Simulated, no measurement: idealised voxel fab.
The name of this process module is voxel self aligned vias.
For reference, the cross-section in this document is cut, with width 190 nm and square cells of 5 nm.
How to read a cross-section here: the picture is a grid of square cells, written as bands going from the top down, and any band can span one or more rows of cells. Heads up on the band format: heights come first, top then bottom, in nm. After that it's the materials left to right, each with its width in nm. A single material flagged "edge to edge" fills the whole band edge to edge, and "empty" means there's empty space there. Measure heights from 0. That's the level where, below it, the as-received wafer is all one material. The lowest band is bottomless and extends downward; write it as in "0 -> down". Note: "30->40" means the width goes from the first number (top row of the band) to the second number (bottom row) in equal steps per row of cells. "nothing altered" -> step changed no cross-section cell. The list in "Sealed-off cavities" covers empty spaces of 8 cells or more that cannot reach the top through any open way, and it gives each as width x height at distance; the distance is from the left edge, and width, height and distance are in nm. On each step's line, the part that comes after the settings is the simulator's own comment on the step. When a step includes a mask, the "overlay nm" setting on its line states how far to the right of its planned place that mask lay, and negative values state how far to the left.

-- The following list gives the planned process steps
1,RECEIVE: material Si
2,CONFORMAL_DEP: material SiO2, thk nm 10
3,CONFORMAL_DEP: material SiCN, thk nm 5
4,DIRECTIONAL_DEP: material lowk, thk nm 20
5,PATTERN: tone open, mask id LINES, material resist, width nm 20, pitch nm 55, thk nm 20, overlay nm 0
6,DIRECTIONAL_ETCH: etch materials lowk, depth nm 20
7,STRIP: etch materials resist
8,CONFORMAL_DEP: material TiN, thk nm 5
9,FILL_DEP: material W, thk nm 10
10,CMP: height nm 35
11,SELECTIVE_ETCH: etch materials W Ru TiN, depth nm 10
12,FILL_DEP: material SiN, thk nm 10
13,CMP: height nm 35
14,DIRECTIONAL_DEP: material lowk, thk nm 15
15,DIRECTIONAL_DEP: material aC, thk nm 15
16,PATTERN: tone open, mask id VIAS, material resist, width nm 30, pitch nm 55, thk nm 30, overlay nm 0
17,DIRECTIONAL_ETCH: etch materials aC, depth nm 15
18,STRIP: etch materials resist
19,DIRECTIONAL_ETCH: etch materials lowk, depth nm 15
20,DIRECTIONAL_ETCH: etch materials SiN, depth nm 10
21,STRIP: etch materials aC
22,CONFORMAL_DEP: material TiN, thk nm 5
23,FILL_DEP: material W, thk nm 10
24,CMP: height nm 50
25,CONFORMAL_DEP: material SiCN, thk nm 5

-- Step 1 complete: cross-section of the wafer as received
    0 -> down = Si edge to edge
    Sealed-off cavities: none

-- Post-module cross-section: identical start and plan to those above, one misstep in execution
    55 -> 50 = SiCN edge to edge
    50 -> 40 = 25 lowk, then 5 TiN, then 25 W, then 5 TiN, then 20 lowk, then 5 TiN, then 25 W, then 5 TiN, then 20 lowk, then 5 TiN, then 25 W, then 5 TiN, then 20 lowk
    40 -> 30 = 25->30 lowk, then 10->5 TiN, then 10 W, then 15->5 TiN, then 20->35 lowk, then 10->5 TiN, then 10 W, then 15->5 TiN, then 20->35 lowk, then 10->5 TiN, then 10 W, then 15->5 TiN, then 20->30 lowk
    30 -> 25 = 30 lowk, then 20 TiN, then 35 lowk, then 20 TiN, then 35 lowk, then 20 TiN, then 30 lowk
    25 -> 20 = 30 lowk, then 5 TiN, then 10 W, then 5 TiN, then 35 lowk, then 5 TiN, then 10 W, then 5 TiN, then 35 lowk, then 5 TiN, then 10 W, then 5 TiN, then 30 lowk
    20 -> 15 = 30 lowk, then 20 TiN, then 35 lowk, then 20 TiN, then 35 lowk, then 20 TiN, then 30 lowk
    15 -> 10 = SiCN edge to edge
    10 -> 0 = SiO2 edge to edge
    0 -> down = Si edge to edge
    Sealed-off cavities: none
What was done differently from what was planned? the process deviated at step 16: the operation and settings actually run there were PATTERN: tone open, mask id VIAS, material resist, width nm 35, pitch nm 55, thk nm 30, overlay nm 0
